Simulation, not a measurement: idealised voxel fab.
You're looking at the process module voxel self aligned contacts.
The cross-section shown here is cut; it is 185 nm wide and divided into square cells measuring 5 nm on a side.
Cross-section layout: square cells on a grid; listed as bands, top to bottom; a band spans one or more cell rows. It is stipulated that each band's entry specify, in nanometres, the height of the top of the band and then that of its bottom, followed by the materials of the band in left-to-right sequence, each together with its width in nanometres. A single material marked by the word "throughout" is understood to fill the band from edge to edge; the word "blank" is understood to denote empty space. Measure heights from 0. That's the level where, below it, the as-received wafer is all one material. The lowest band is bottomless and extends downward; write it as in "top 0, no bottom". With a width like "30 to 40", each row of cells in the band differs from the next by the same amount, the top row carrying the first number and the bottom row the second. The cross-section has no changed cell in any step marked "no alteration". So "Enclosed void listing" is basically the list of trapped voids: any empty space of 8 cells or more that can't reach the top through an opening. They're written width x height at distance, the distance being from the left edge, and it's all nm. Heads up: the bit after the settings on a step's line is the simulator's remark on that step. overlay nm: on a step with a mask, how far right of its planned place the mask lay; negative means left.

# Process steps - plan
step 1: RECEIVE | material Si
step 2: CONFORMAL_DEP | material SiO2 | thk nm 5
step 3: DIRECTIONAL_DEP | material polySi | thk nm 30
step 4: DIRECTIONAL_DEP | material SiN | thk nm 20
step 5: PATTERN | tone cover | mask id GATE | material resist | width nm 25 | pitch nm 60 | thk nm 20 | overlay nm 0
step 6: DIRECTIONAL_ETCH | etch materials SiN | depth nm 20
step 7: DIRECTIONAL_ETCH | etch materials polySi | depth nm 30
step 8: STRIP | etch materials resist
step 9: CONFORMAL_DEP | material SiN | thk nm 10
step 10: DIRECTIONAL_ETCH | etch materials SiN | depth nm 10
step 11: FILL_DEP | material SiO2 | thk nm 20
step 12: CMP | height nm 65
step 13: PATTERN | tone open | mask id CONTACT | material resist | width nm 45 | thk nm 15 | overlay nm 0
step 14: DIRECTIONAL_ETCH | etch materials SiO2 | depth nm 65
step 15: STRIP | etch materials resist
step 16: CONFORMAL_DEP | material TiN | thk nm 5
step 17: FILL_DEP | material W | thk nm 5
step 18: CMP | height nm 65
step 19: CONFORMAL_DEP | material SiCN | thk nm 5

# Wafer cross-section on receipt, i.e. after step 1
top 0, no bottom | Si throughout
Enclosed void listing: none

# Figure: cross-sectional view of the wafer upon completion of the module, processed from the initial state and according to the plan depicted above, with one error introduced during execution
top 70, bottom 65 | SiCN throughout
top 65, bottom 55 | W (65 to 35); TiN (5 to 35); SiO2 (45); TiN (5 to 35); W (65 to 35)
top 55, bottom 35 | W (35); TiN (5); SiN (45); SiO2 (15); SiN (45); TiN (5); W (35)
top 35, bottom 5 | W (35); TiN (5); SiN (10); polySi (25); SiN (10); SiO2 (15); SiN (10); polySi (25); SiN (10); TiN (5); W (35)
top 5, bottom 0 | TiN (40); SiO2 (105); TiN (40)
top 0, no bottom | Si throughout
Enclosed void listing: none
Want to know what went wrong? heads up, step 13 didn't go per plan, it actually ran as PATTERN | tone cover | mask id CONTACT | material resist | width nm 45 | thk nm 15 | overlay nm 0
